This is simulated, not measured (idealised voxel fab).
Herein follows the process module entitled voxel capacitor over wiring.
270 nm wide, 5 nm square cells: that's cross-section cut.
Cross-section spec: square-cell grid; bands listed top down; each band is one or more rows. Top height, bottom height, nm. Materials left to right, width each, nm. Single material + "throughout" = fills band edge to edge. "air" = empty. Measure heights from 0. That's the level where, below it, the as-received wafer is all one material. The lowest band is bottomless and extends downward; write it as in "0 -> down". Width "30->40": first value at the band's top row of cells, second value at its bottom row, equal change from row to row. "same as before", as given for a step, is the statement that not any cell of the cross-section underwent a change during that step. For the entry "closed voids", the listed items are empty spaces with no open way to the top whose size is 8 cells or more; each item follows the pattern width x height at distance, where distance is from the left edge and all three are in nm. It should be noted that, on the line of a given step, the content following the step's settings is a remark produced by the simulator itself with respect to that step. overlay nm: step with mask; distance mask lay right of planned place; negative value = left of planned place.
**Process steps (planned)**
- 1: RECEIVE (material Si)
- 2: CONFORMAL_DEP (material SiO2; thk nm 15)
- 3: CONFORMAL_DEP (material SiCN; thk nm 5)
- 4: DIRECTIONAL_DEP (material lowk; thk nm 25)
- 5: MASKED_ETCH (tone open; mask id METAL_1; width nm 20; pitch nm 90; etch materials lowk; depth nm 25; overlay nm 0)
- 6: MASKED_ETCH (tone open; mask id METAL_1; width nm 20; pitch nm 90; etch materials SiCN; depth nm 5; overlay nm 0)
- 7: CONFORMAL_DEP (material TiN; thk nm 5)
- 8: FILL_DEP (material W; thk nm 5)
- 9: CMP (height nm 45)
- 10: CONFORMAL_DEP (material SiCN; thk nm 5)
- 11: DIRECTIONAL_DEP (material lowk; thk nm 20)
- 12: MASKED_ETCH (tone open; mask id PLUG_1; width nm 15; etch materials lowk; depth nm 20; overlay nm 0)
- 13: MASKED_ETCH (tone open; mask id PLUG_1; width nm 15; etch materials SiCN; depth nm 5; overlay nm 0)
- 14: CONFORMAL_DEP (material TiN; thk nm 5)
- 15: FILL_DEP (material Ru; thk nm 5)
- 16: CMP (height nm 70)
- 17: DIRECTIONAL_DEP (material TiN; thk nm 10)
- 18: DIRECTIONAL_DEP (material HfO2; thk nm 5)
- 19: DIRECTIONAL_DEP (material TiN; thk nm 10)
- 20: MASKED_ETCH (tone cover; mask id UPPER_PLATE; width nm 75; etch materials TiN; depth nm 10; overlay nm 0)
- 21: MASKED_ETCH (tone cover; mask id UPPER_PLATE; width nm 75; etch materials HfO2; depth nm 5; overlay nm 0)
- 22: PATTERN (tone cover; mask id LOWER_PLATE; material resist; width nm 85; thk nm 15; overlay nm 0)
- 23: DIRECTIONAL_ETCH (etch materials TiN; depth nm 10)
- 24: STRIP (etch materials resist)
- 25: FILL_DEP (material SiO2; thk nm 15)
- 26: CMP (height nm 105)
- 27: DIRECTIONAL_DEP (material aC; thk nm 10)
- 28: PATTERN (tone open; mask id PLUG_2; material resist; width nm 15; thk nm 30; overlay nm 0)
- 29: DIRECTIONAL_ETCH (etch materials aC; depth nm 10)
- 30: STRIP (etch materials resist)
- 31: DIRECTIONAL_ETCH (etch materials SiO2; depth nm 10)
- 32: STRIP (etch materials aC)
- 33: CONFORMAL_DEP (material TiN; thk nm 5)
- 34: FILL_DEP (material Ru; thk nm 5)
- 35: CMP (height nm 105)
- 36: CONFORMAL_DEP (material SiN; thk nm 5)
**Wafer cross-section on receipt, i.e. after step 1**
	0 -> down  Si throughout
	closed voids: none
**Looking at the first of two wafers in cross-section at end of module - ran to plan**
	110 -> 105  SiN throughout
	105 -> 100  SiO2 95 nm | TiN 5 nm | Ru 5 nm | TiN 5 nm | SiO2 160 nm
	100 -> 95  SiO2 95 nm | TiN 15 nm | SiO2 160 nm
	95 -> 85  SiO2 85 nm | TiN 75 nm | SiO2 110 nm
	85 -> 80  SiO2 85 nm | HfO2 75 nm | SiO2 110 nm
	80 -> 70  SiO2 80 nm | TiN 85 nm | SiO2 105 nm
	70 -> 50  lowk 85 nm | TiN 5 nm | Ru 5 nm | TiN 5 nm | lowk 170 nm
	50 -> 45  SiCN 85 nm | TiN 15 nm | SiCN 170 nm
	45 -> 20  lowk 80 nm | TiN 5 nm | W 10 nm | TiN 5 nm | lowk 70 nm | TiN 5 nm | W 10 nm | TiN 5 nm | lowk 80 nm
	20 -> 15  SiCN 80 nm | TiN 20 nm | SiCN 70 nm | TiN 20 nm | SiCN 80 nm
	15 -> 0  SiO2 throughout
	0 -> down  Si throughout
	closed voids: none
**Cross-section, second wafer: same start as the first, same plan as the first, one mistake in running it; taken at the end of the module**
	110 -> 105  SiN throughout
	105 -> 100  SiO2 95 nm | TiN 5 nm | Ru 5 nm | TiN 5 nm | SiO2 160 nm
	100 -> 95  SiO2 95 nm | TiN 15 nm | SiO2 160 nm
	95 -> 85  SiO2 90 nm | TiN 70 nm | SiO2 110 nm
	85 -> 80  SiO2 85 nm | HfO2 75 nm | SiO2 110 nm
	80 -> 70  SiO2 85 nm | TiN 90 nm | SiO2 95 nm
	70 -> 50  lowk 85 nm | TiN 5 nm | Ru 5 nm | TiN 5 nm | lowk 170 nm
	50 -> 45  SiCN 85 nm | TiN 15 nm | SiCN 170 nm
	45 -> 20  lowk 80 nm | TiN 5 nm | W 10 nm | TiN 5 nm | lowk 70 nm | TiN 5 nm | W 10 nm | TiN 5 nm | lowk 80 nm
	20 -> 15  SiCN 80 nm | TiN 20 nm | SiCN 70 nm | TiN 20 nm | SiCN 80 nm
	15 -> 0  SiO2 throughout
	0 -> down  Si throughout
	closed voids: none
Misprocessing identified: note that step 22 departed from the planned setting and was carried out as PATTERN (tone cover; mask id LOWER_PLATE; material resist; width nm 85; thk nm 15; overlay nm 10)
Upon completion, the cell count for each material on the second wafer equals that on the first, whereas the spatial distribution of those cells differs.
